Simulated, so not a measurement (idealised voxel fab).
process module | voxel fin reveal
cross-section cut | 295 nm wide | cells 5 nm
A cross-section is a grid of square cells, given in bands from the top down. A band is one or more rows of cells.
Each band's line starts with the height of the band's top and of its bottom, in nm. Then come its materials from left to right, each with its width in nm. One material with "throughout" fills the band from edge to edge. "air" is empty space.
Height 0 is the level under which the wafer as received is all one material. The lowest band goes on downwards, as in "0 down".
A width such as "30 to 40" changes by the same amount from each row of cells to the next, from the band's top row to its bottom row.
"no change" after a step means that no cell of the cross-section changed.
closed voids: empty space of 8 cells or more with no open way to the top, each as width x height at its distance from the left edge, in nm
after a step's settings: what the simulator itself notes on the step
overlay nm, on a step with a mask: how far to the right of its planned place the mask lay; to the left if negative
plan
1 op RECEIVE | material Si
2 op CONFORMAL_DEP | material SiN | thk nm 5
3 op PATTERN | tone cover | mask id FINS | material resist | width nm 15 | pitch nm 35 | thk nm 15 | overlay nm 0
4 op DIRECTIONAL_ETCH | etch materials SiN | depth nm 5
5 op DIRECTIONAL_ETCH | etch materials Si | depth nm 35
6 op STRIP | etch materials resist
7 op FILL_DEP | material SiO2 | thk nm 15
8 op CMP | height nm 5
9 op SELECTIVE_ETCH | etch materials SiO2 | depth nm 25
10 op STRIP | etch materials SiN
11 op CONFORMAL_DEP | material HfO2 | thk nm 5
as received, after step 1
  0 down: Si throughout
  closed voids: none
a wafer at the end: this start, this plan, one mistake
  5 to 0: air 70 | HfO2 25 | air 10 | HfO2 25 | air 10 | HfO2 25 | air 10 | HfO2 25 | air 95
  0 to -15: air 70 | HfO2 5 | Si 15 | HfO2 5 | air 10 | HfO2 5 | Si 15 | HfO2 5 | air 10 | HfO2 5 | Si 15 | HfO2 5 | air 10 | HfO2 5 | Si 15 | HfO2 5 | air 95
  -15 to -20: HfO2 75 | Si 15 | HfO2 20 | Si 15 | HfO2 20 | Si 15 | HfO2 20 | Si 15 | HfO2 100
  -20 to -35: SiO2 75 | Si 15 | SiO2 20 | Si 15 | SiO2 20 | Si 15 | SiO2 20 | Si 15 | SiO2 100
  -35 down: Si throughout
  closed voids: none
what went wrong: step 3 ran as: op PATTERN | tone cover | mask id FINS | material resist | width nm 15 | pitch nm 35 | thk nm 15 | overlay nm -10
